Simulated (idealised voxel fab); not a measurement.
Proc. module: voxel wiring stack
The cross-section on display is named cut; it measures 225 nm wide, and its cells are 5 nm squares.
Cross-section spec: square-cell grid; bands listed top down; each band is one or more rows. Band: top height; bottom height; in nm. Then, left to right: material with width in nm, for each material. "full width": a single material spanning edge to edge. "blank": empty space. All heights in this document are referenced to 0, defined as the level beneath which the wafer, as received, consists entirely of one material. The lowest band is not bounded below; it extends indefinitely downward and is written in the form "0 down". The notation "30 to 40" denotes a width that varies across the rows of cells in the band, beginning at the first number in the top row, finishing at the second number in the bottom row, and changing by an identical amount from each row to the next. Where the words "changes: none" appear for a step, the cross-section shows no cell changed by that step; every cell remained as before. Closed-off voids of 8+ cells (no open route to the top) go in "Internal closed voids", written width x height at distance from the left edge, in nm. What comes after the settings on a step's line is commentary from the simulator itself on that step. A step line may carry the setting "overlay nm", which, for steps involving a mask, states the distance by which the mask lay to the right of its intended position; negative values denote displacement to the left.
-- The planned process steps are enumerated hereunder
| 1 | RECEIVE with material Si |
| 2 | CONFORMAL_DEP with material SiO2, thk nm 15 |
| 3 | DIRECTIONAL_DEP with material TiN, thk nm 5 |
| 4 | DIRECTIONAL_DEP with material Ru, thk nm 25 |
| 5 | PATTERN with tone cover, mask id METAL_1, material resist, width nm 25, pitch nm 40, thk nm 20, overlay nm 0 |
| 6 | DIRECTIONAL_ETCH with etch materials Ru, depth nm 25 |
| 7 | DIRECTIONAL_ETCH with etch materials TiN, depth nm 5 |
| 8 | STRIP with etch materials resist |
| 9 | FILL_DEP with material SiO2, thk nm 5 |
| 10 | CMP with height nm 45 |
| 11 | CONFORMAL_DEP with material SiCN, thk nm 5 |
| 12 | DIRECTIONAL_DEP with material SiO2, thk nm 30 |
| 13 | PATTERN with tone open, mask id METAL_2_HOLES, material resist, width nm 15, pitch nm 40, thk nm 15, overlay nm 0 |
| 14 | DIRECTIONAL_ETCH with etch materials SiO2, depth nm 30 |
| 15 | STRIP with etch materials resist |
| 16 | DIRECTIONAL_DEP with material aC, thk nm 15 |
| 17 | PATTERN with tone open, mask id METAL_2, material resist, width nm 25, pitch nm 40, thk nm 35, overlay nm 0 |
| 18 | DIRECTIONAL_ETCH with etch materials aC, depth nm 15 |
| 19 | STRIP with etch materials resist |
| 20 | DIRECTIONAL_ETCH with etch materials SiO2, depth nm 20 |
| 21 | DIRECTIONAL_ETCH with etch materials SiCN, depth nm 5 |
| 22 | STRIP with etch materials aC |
| 23 | CONFORMAL_DEP with material TiN, thk nm 5 |
| 24 | FILL_DEP with material Ru, thk nm 10 |
| 25 | CMP with height nm 80 |
| 26 | CONFORMAL_DEP with material SiCN, thk nm 5 |
| 27 | DIRECTIONAL_DEP with material SiO2, thk nm 35 |
| 28 | MASKED_ETCH with tone open, mask id METAL_3_HOLES, width nm 15, etch materials SiO2, depth nm 35, overlay nm 0 |
| 29 | DIRECTIONAL_DEP with material aC, thk nm 10 |
| 30 | PATTERN with tone open, mask id METAL_3, material resist, width nm 25, pitch nm 40, thk nm 25, overlay nm 0 |
| 31 | DIRECTIONAL_ETCH with etch materials aC, depth nm 10 |
| 32 | STRIP with etch materials resist |
| 33 | DIRECTIONAL_ETCH with etch materials SiO2, depth nm 20 |
| 34 | DIRECTIONAL_ETCH with etch materials SiCN, depth nm 5 |
| 35 | STRIP with etch materials aC |
| 36 | CONFORMAL_DEP with material TiN, thk nm 5 |
| 37 | FILL_DEP with material Cu, thk nm 10 |
| 38 | CMP with height nm 120 |
| 39 | CONFORMAL_DEP with material SiCN, thk nm 5 |
| 40 | DIRECTIONAL_DEP with material SiO2, thk nm 25 |
| 41 | PATTERN with tone open, mask id METAL_4_HOLES, material resist, width nm 15, thk nm 15, overlay nm 0 |
| 42 | DIRECTIONAL_ETCH with etch materials SiO2, depth nm 25 |
| 43 | STRIP with etch materials resist |
| 44 | MASKED_ETCH with tone open, mask id METAL_4, width nm 25, pitch nm 40, etch materials SiO2, depth nm 15, overlay nm 0 |
| 45 | MASKED_ETCH with tone open, mask id METAL_4, width nm 25, pitch nm 40, etch materials SiCN, depth nm 5, overlay nm 0 |
| 46 | CONFORMAL_DEP with material TiN, thk nm 5 |
| 47 | FILL_DEP with material Ru, thk nm 10 |
| 48 | CMP with height nm 150 |
| 49 | CONFORMAL_DEP with material SiN, thk nm 5 |
-- Of two wafers, the first: run according to plan
-- Cross-section of the incoming wafer, state after step 1
0 down = Si full width
Internal closed voids: none
-- The wafer, seen in cross-section, after step 2
15 to 0 = SiO2 full width
At heights below 0, the structure remains unaltered.
-- The wafer, seen in cross-section, after step 3
20 to 15 = TiN full width
At heights below 15, the structure remains unaltered.
-- The wafer, seen in cross-section, after step 4
45 to 20 = Ru full width
At heights below 20, the structure remains unaltered.
-- The wafer, seen in cross-section, after step 5
65 to 45 = blank 80; resist 25; blank 15; resist 25; blank 80
At heights below 45, the structure remains unaltered.
-- The wafer, seen in cross-section, after step 6
65 to 45 = blank 80; resist 25; blank 15; resist 25; blank 80
45 to 20 = blank 80; Ru 25; blank 15; Ru 25; blank 80
At heights below 20, the structure remains unaltered.
-- The wafer, seen in cross-section, after step 7
65 to 45 = blank 80; resist 25; blank 15; resist 25; blank 80
45 to 20 = blank 80; Ru 25; blank 15; Ru 25; blank 80
20 to 15 = blank 80; TiN 25; blank 15; TiN 25; blank 80
At heights below 15, the structure remains unaltered.
-- The wafer, seen in cross-section, after step 8
45 to 20 = blank 80; Ru 25; blank 15; Ru 25; blank 80
At heights below 20, the structure remains unaltered.
-- The wafer, seen in cross-section, after step 9
50 to 45 = SiO2 full width
45 to 20 = SiO2 80; Ru 25; SiO2 15; Ru 25; SiO2 80
20 to 15 = SiO2 80; TiN 25; SiO2 15; TiN 25; SiO2 80
At heights below 15, the structure remains unaltered.
-- The wafer, seen in cross-section, after step 10
45 to 20 = SiO2 80; Ru 25; SiO2 15; Ru 25; SiO2 80
At heights below 20, the structure remains unaltered.
-- The wafer, seen in cross-section, after step 11
50 to 45 = SiCN full width
At heights below 45, the structure remains unaltered.
-- The wafer, seen in cross-section, after step 12
80 to 50 = SiO2 full width
At heights below 50, the structure remains unaltered.
-- The wafer, seen in cross-section, after step 13
95 to 80 = resist 80; blank 15; resist 25; blank 15; resist 90
At heights below 80, the structure remains unaltered.
-- The wafer, seen in cross-section, after step 14
95 to 80 = resist 80; blank 15; resist 25; blank 15; resist 90
80 to 50 = SiO2 80; blank 15; SiO2 25; blank 15; SiO2 90
At heights below 50, the structure remains unaltered.
-- The wafer, seen in cross-section, after step 15
80 to 50 = SiO2 80; blank 15; SiO2 25; blank 15; SiO2 90
At heights below 50, the structure remains unaltered.
-- The wafer, seen in cross-section, after step 16
95 to 80 = aC 80; blank 15; aC 25; blank 15; aC 90
80 to 65 = SiO2 80; blank 15; SiO2 25; blank 15; SiO2 90
65 to 50 = SiO2 80; aC 15; SiO2 25; aC 15; SiO2 90
At heights below 50, the structure remains unaltered.
-- The wafer, seen in cross-section, after step 17
130 to 95 = resist 80; blank 25; resist 15; blank 25; resist 80
At heights below 95, the structure remains unaltered.
-- The wafer, seen in cross-section, after step 18
115 to 95 = resist 80; blank 25; resist 15; blank 25; resist 80
95 to 80 = aC 80; blank 25; aC 15; blank 25; aC 80
80 to 50 = SiO2 80; blank 15; SiO2 25; blank 15; SiO2 90
At heights below 50, the structure remains unaltered.
-- The wafer, seen in cross-section, after step 19
95 to 80 = aC 80; blank 25; aC 15; blank 25; aC 80
At heights below 80, the structure remains unaltered.
-- The wafer, seen in cross-section, after step 20
95 to 80 = aC 80; blank 25; aC 15; blank 25; aC 80
80 to 60 = SiO2 80; blank 25; SiO2 15; blank 25; SiO2 80
At heights below 60, the structure remains unaltered.
-- The wafer, seen in cross-section, after step 21
95 to 80 = aC 80; blank 25; aC 15; blank 25; aC 80
80 to 60 = SiO2 80; blank 25; SiO2 15; blank 25; SiO2 80
60 to 50 = SiO2 80; blank 15; SiO2 25; blank 15; SiO2 90
50 to 45 = SiCN 80; blank 15; SiCN 25; blank 15; SiCN 90
At heights below 45, the structure remains unaltered.
-- The wafer, seen in cross-section, after step 22
80 to 60 = SiO2 80; blank 25; SiO2 15; blank 25; SiO2 80
At heights below 60, the structure remains unaltered.
-- The wafer, seen in cross-section, after step 23
85 to 80 = TiN 85; blank 15; TiN 25; blank 15; TiN 85
80 to 65 = SiO2 80; TiN 5; blank 15; TiN 5; SiO2 15; TiN 5; blank 15; TiN 5; SiO2 80
65 to 60 = SiO2 80; TiN 5; blank 5; TiN 15; SiO2 15; TiN 5; blank 5; TiN 15; SiO2 80
60 to 50 = SiO2 80; TiN 5; blank 5; TiN 5; SiO2 25; TiN 5; blank 5; TiN 5; SiO2 90
50 to 45 = SiCN 80; TiN 15; SiCN 25; TiN 15; SiCN 90
At heights below 45, the structure remains unaltered.
-- The wafer, seen in cross-section, after step 24
95 to 85 = Ru full width
85 to 80 = TiN 85; Ru 15; TiN 25; Ru 15; TiN 85
80 to 65 = SiO2 80; TiN 5; Ru 15; TiN 5; SiO2 15; TiN 5; Ru 15; TiN 5; SiO2 80
65 to 60 = SiO2 80; TiN 5; Ru 5; TiN 15; SiO2 15; TiN 5; Ru 5; TiN 15; SiO2 80
60 to 50 = SiO2 80; TiN 5; Ru 5; TiN 5; SiO2 25; TiN 5; Ru 5; TiN 5; SiO2 90
At heights below 50, the structure remains unaltered.
-- The wafer, seen in cross-section, after step 25
80 to 65 = SiO2 80; TiN 5; Ru 15; TiN 5; SiO2 15; TiN 5; Ru 15; TiN 5; SiO2 80
At heights below 65, the structure remains unaltered.
-- The wafer, seen in cross-section, after step 26
85 to 80 = SiCN full width
At heights below 80, the structure remains unaltered.
-- The wafer, seen in cross-section, after step 27
120 to 85 = SiO2 full width
At heights below 85, the structure remains unaltered.
-- The wafer, seen in cross-section, after step 28
120 to 85 = SiO2 80; blank 15; SiO2 130
At heights below 85, the structure remains unaltered.
-- The wafer, seen in cross-section, after step 29
130 to 120 = aC 80; blank 15; aC 130
120 to 95 = SiO2 80; blank 15; SiO2 130
95 to 85 = SiO2 80; aC 15; SiO2 130
At heights below 85, the structure remains unaltered.
-- The wafer, seen in cross-section, after step 30
155 to 130 = resist 80; blank 25; resist 15; blank 25; resist 80
At heights below 130, the structure remains unaltered.
-- The wafer, seen in cross-section, after step 31
145 to 130 = resist 80; blank 25; resist 15; blank 25; resist 80
130 to 120 = aC 80; blank 25; aC 15; blank 25; aC 80
120 to 85 = SiO2 80; blank 15; SiO2 130
At heights below 85, the structure remains unaltered.
-- The wafer, seen in cross-section, after step 32
130 to 120 = aC 80; blank 25; aC 15; blank 25; aC 80
At heights below 120, the structure remains unaltered.
-- The wafer, seen in cross-section, after step 33
130 to 120 = aC 80; blank 25; aC 15; blank 25; aC 80
120 to 100 = SiO2 80; blank 25; SiO2 15; blank 25; SiO2 80
At heights below 100, the structure remains unaltered.
-- The wafer, seen in cross-section, after step 34
130 to 120 = aC 80; blank 25; aC 15; blank 25; aC 80
120 to 100 = SiO2 80; blank 25; SiO2 15; blank 25; SiO2 80
100 to 85 = SiO2 80; blank 15; SiO2 130
85 to 80 = SiCN 80; blank 15; SiCN 130
At heights below 80, the structure remains unaltered.
-- The wafer, seen in cross-section, after step 35
120 to 100 = SiO2 80; blank 25; SiO2 15; blank 25; SiO2 80
At heights below 100, the structure remains unaltered.
-- The wafer, seen in cross-section, after step 36
125 to 120 = TiN 85; blank 15; TiN 25; blank 15; TiN 85
120 to 105 = SiO2 80; TiN 5; blank 15; TiN 5; SiO2 15; TiN 5; blank 15; TiN 5; SiO2 80
105 to 100 = SiO2 80; TiN 5; blank 5; TiN 15; SiO2 15; TiN 25; SiO2 80
100 to 85 = SiO2 80; TiN 5; blank 5; TiN 5; SiO2 130
85 to 80 = SiCN 80; TiN 15; SiCN 130
At heights below 80, the structure remains unaltered.
-- The wafer, seen in cross-section, after step 37
135 to 125 = Cu full width
125 to 120 = TiN 85; Cu 15; TiN 25; Cu 15; TiN 85
120 to 105 = SiO2 80; TiN 5; Cu 15; TiN 5; SiO2 15; TiN 5; Cu 15; TiN 5; SiO2 80
105 to 100 = SiO2 80; TiN 5; Cu 5; TiN 15; SiO2 15; TiN 25; SiO2 80
100 to 85 = SiO2 80; TiN 5; Cu 5; TiN 5; SiO2 130
At heights below 85, the structure remains unaltered.
-- The wafer, seen in cross-section, after step 38
120 to 105 = SiO2 80; TiN 5; Cu 15; TiN 5; SiO2 15; TiN 5; Cu 15; TiN 5; SiO2 80
At heights below 105, the structure remains unaltered.
-- The wafer, seen in cross-section, after step 39
125 to 120 = SiCN full width
At heights below 120, the structure remains unaltered.
-- The wafer, seen in cross-section, after step 40
150 to 125 = SiO2 full width
At heights below 125, the structure remains unaltered.
-- The wafer, seen in cross-section, after step 41
165 to 150 = resist 80; blank 15; resist 130
At heights below 150, the structure remains unaltered.
-- The wafer, seen in cross-section, after step 42
165 to 150 = resist 80; blank 15; resist 130
150 to 125 = SiO2 80; blank 15; SiO2 130
At heights below 125, the structure remains unaltered.
-- The wafer, seen in cross-section, after step 43
150 to 125 = SiO2 80; blank 15; SiO2 130
At heights below 125, the structure remains unaltered.
-- The wafer, seen in cross-section, after step 44
150 to 135 = SiO2 80; blank 25; SiO2 15; blank 25; SiO2 80
At heights below 135, the structure remains unaltered.
-- The wafer, seen in cross-section, after step 45
150 to 135 = SiO2 80; blank 25; SiO2 15; blank 25; SiO2 80
135 to 125 = SiO2 80; blank 15; SiO2 130
125 to 120 = SiCN 80; blank 15; SiCN 130
At heights below 120, the structure remains unaltered.
-- The wafer, seen in cross-section, after step 46
155 to 150 = TiN 85; blank 15; TiN 25; blank 15; TiN 85
150 to 140 = SiO2 80; TiN 5; blank 15; TiN 5; SiO2 15; TiN 5; blank 15; TiN 5; SiO2 80
140 to 135 = SiO2 80; TiN 5; blank 5; TiN 15; SiO2 15; TiN 25; SiO2 80
135 to 125 = SiO2 80; TiN 5; blank 5; TiN 5; SiO2 130
125 to 120 = SiCN 80; TiN 15; SiCN 130
At heights below 120, the structure remains unaltered.
-- The wafer, seen in cross-section, after step 47
165 to 155 = Ru full width
155 to 150 = TiN 85; Ru 15; TiN 25; Ru 15; TiN 85
150 to 140 = SiO2 80; TiN 5; Ru 15; TiN 5; SiO2 15; TiN 5; Ru 15; TiN 5; SiO2 80
140 to 135 = SiO2 80; TiN 5; Ru 5; TiN 15; SiO2 15; TiN 25; SiO2 80
135 to 125 = SiO2 80; TiN 5; Ru 5; TiN 5; SiO2 130
At heights below 125, the structure remains unaltered.
-- The wafer, seen in cross-section, after step 48
150 to 140 = SiO2 80; TiN 5; Ru 15; TiN 5; SiO2 15; TiN 5; Ru 15; TiN 5; SiO2 80
At heights below 140, the structure remains unaltered.
-- The wafer, seen in cross-section, after step 49
155 to 150 = SiN full width
At heights below 150, the structure remains unaltered.
-- The second wafer was prepared from the same starting point and under the same plan as the first; its processing contained one mistake, and it remains indistinguishable from the first wafer up to and including step 29
-- Cross-section: second wafer, time at which step 30 was scheduled to end
155 to 130 = resist 70; blank 25; resist 15; blank 25; resist 90
At heights below 130, the structure remains unaltered.
-- Cross-section: second wafer, time at which step 31 was scheduled to end
145 to 130 = resist 70; blank 25; resist 15; blank 25; resist 90
130 to 120 = aC 70; blank 25; aC 15; blank 25; aC 90
120 to 85 = SiO2 80; blank 15; SiO2 130
At heights below 85, the structure remains unaltered.
-- Cross-section: second wafer, time at which step 32 was scheduled to end
130 to 120 = aC 70; blank 25; aC 15; blank 25; aC 90
At heights below 120, the structure remains unaltered.
-- Cross-section: second wafer, time at which step 33 was scheduled to end
130 to 120 = aC 70; blank 25; aC 15; blank 25; aC 90
120 to 100 = SiO2 70; blank 25; SiO2 15; blank 25; SiO2 90
At heights below 100, the structure remains unaltered.
-- Cross-section: second wafer, time at which step 34 was scheduled to end
130 to 120 = aC 70; blank 25; aC 15; blank 25; aC 90
120 to 100 = SiO2 70; blank 25; SiO2 15; blank 25; SiO2 90
100 to 85 = SiO2 80; blank 15; SiO2 130
85 to 80 = SiCN 80; blank 15; SiCN 130
At heights below 80, the structure remains unaltered.
-- Cross-section: second wafer, time at which step 35 was scheduled to end
120 to 100 = SiO2 70; blank 25; SiO2 15; blank 25; SiO2 90
At heights below 100, the structure remains unaltered.
-- Cross-section: second wafer, time at which step 36 was scheduled to end
125 to 120 = TiN 75; blank 15; TiN 25; blank 15; TiN 95
120 to 105 = SiO2 70; TiN 5; blank 15; TiN 5; SiO2 15; TiN 5; blank 15; TiN 5; SiO2 90
105 to 100 = SiO2 70; TiN 15; blank 5; TiN 5; SiO2 15; TiN 25; SiO2 90
100 to 85 = SiO2 80; TiN 5; blank 5; TiN 5; SiO2 130
85 to 80 = SiCN 80; TiN 15; SiCN 130
At heights below 80, the structure remains unaltered.
-- Cross-section: second wafer, time at which step 37 was scheduled to end
135 to 125 = Cu full width
125 to 120 = TiN 75; Cu 15; TiN 25; Cu 15; TiN 95
120 to 105 = SiO2 70; TiN 5; Cu 15; TiN 5; SiO2 15; TiN 5; Cu 15; TiN 5; SiO2 90
105 to 100 = SiO2 70; TiN 15; Cu 5; TiN 5; SiO2 15; TiN 25; SiO2 90
100 to 85 = SiO2 80; TiN 5; Cu 5; TiN 5; SiO2 130
At heights below 85, the structure remains unaltered.
-- Cross-section: second wafer, time at which step 38 was scheduled to end
120 to 105 = SiO2 70; TiN 5; Cu 15; TiN 5; SiO2 15; TiN 5; Cu 15; TiN 5; SiO2 90
At heights below 105, the structure remains unaltered.
-- Cross-section: second wafer, time at which step 39 was scheduled to end
125 to 120 = SiCN full width
At heights below 120, the structure remains unaltered.
-- Cross-section: second wafer, time at which step 40 was scheduled to end
150 to 125 = SiO2 full width
At heights below 125, the structure remains unaltered.
-- Cross-section: second wafer, time at which step 41 was scheduled to end
165 to 150 = resist 80; blank 15; resist 130
At heights below 150, the structure remains unaltered.
-- Cross-section: second wafer, time at which step 42 was scheduled to end
165 to 150 = resist 80; blank 15; resist 130
150 to 125 = SiO2 80; blank 15; SiO2 130
At heights below 125, the structure remains unaltered.
-- Cross-section: second wafer, time at which step 43 was scheduled to end
150 to 125 = SiO2 80; blank 15; SiO2 130
At heights below 125, the structure remains unaltered.
-- Cross-section: second wafer, time at which step 44 was scheduled to end
150 to 135 = SiO2 80; blank 25; SiO2 15; blank 25; SiO2 80
At heights below 135, the structure remains unaltered.
-- Cross-section: second wafer, time at which step 45 was scheduled to end
150 to 135 = SiO2 80; blank 25; SiO2 15; blank 25; SiO2 80
135 to 125 = SiO2 80; blank 15; SiO2 130
125 to 120 = SiCN 80; blank 15; SiCN 130
At heights below 120, the structure remains unaltered.
-- Cross-section: second wafer, time at which step 46 was scheduled to end
155 to 150 = TiN 85; blank 15; TiN 25; blank 15; TiN 85
150 to 140 = SiO2 80; TiN 5; blank 15; TiN 5; SiO2 15; TiN 5; blank 15; TiN 5; SiO2 80
140 to 135 = SiO2 80; TiN 5; blank 5; TiN 15; SiO2 15; TiN 25; SiO2 80
135 to 125 = SiO2 80; TiN 5; blank 5; TiN 5; SiO2 130
125 to 120 = SiCN 80; TiN 15; SiCN 130
At heights below 120, the structure remains unaltered.
-- Cross-section: second wafer, time at which step 47 was scheduled to end
165 to 155 = Ru full width
155 to 150 = TiN 85; Ru 15; TiN 25; Ru 15; TiN 85
150 to 140 = SiO2 80; TiN 5; Ru 15; TiN 5; SiO2 15; TiN 5; Ru 15; TiN 5; SiO2 80
140 to 135 = SiO2 80; TiN 5; Ru 5; TiN 15; SiO2 15; TiN 25; SiO2 80
135 to 125 = SiO2 80; TiN 5; Ru 5; TiN 5; SiO2 130
At heights below 125, the structure remains unaltered.
-- Cross-section: second wafer, time at which step 48 was scheduled to end
150 to 140 = SiO2 80; TiN 5; Ru 15; TiN 5; SiO2 15; TiN 5; Ru 15; TiN 5; SiO2 80
At heights below 140, the structure remains unaltered.
-- Cross-section: second wafer, time at which step 49 was scheduled to end
155 to 150 = SiN full width
At heights below 150, the structure remains unaltered.
Deviation noted in wafer processing: contrary to plan, step 30 was performed as PATTERN with tone open, mask id METAL_3, material resist, width nm 25, pitch nm 40, thk nm 25, overlay nm -10
If you tally the cells, the second wafer ends up with the same amount of every material as the first; it's all just sitting in different places.
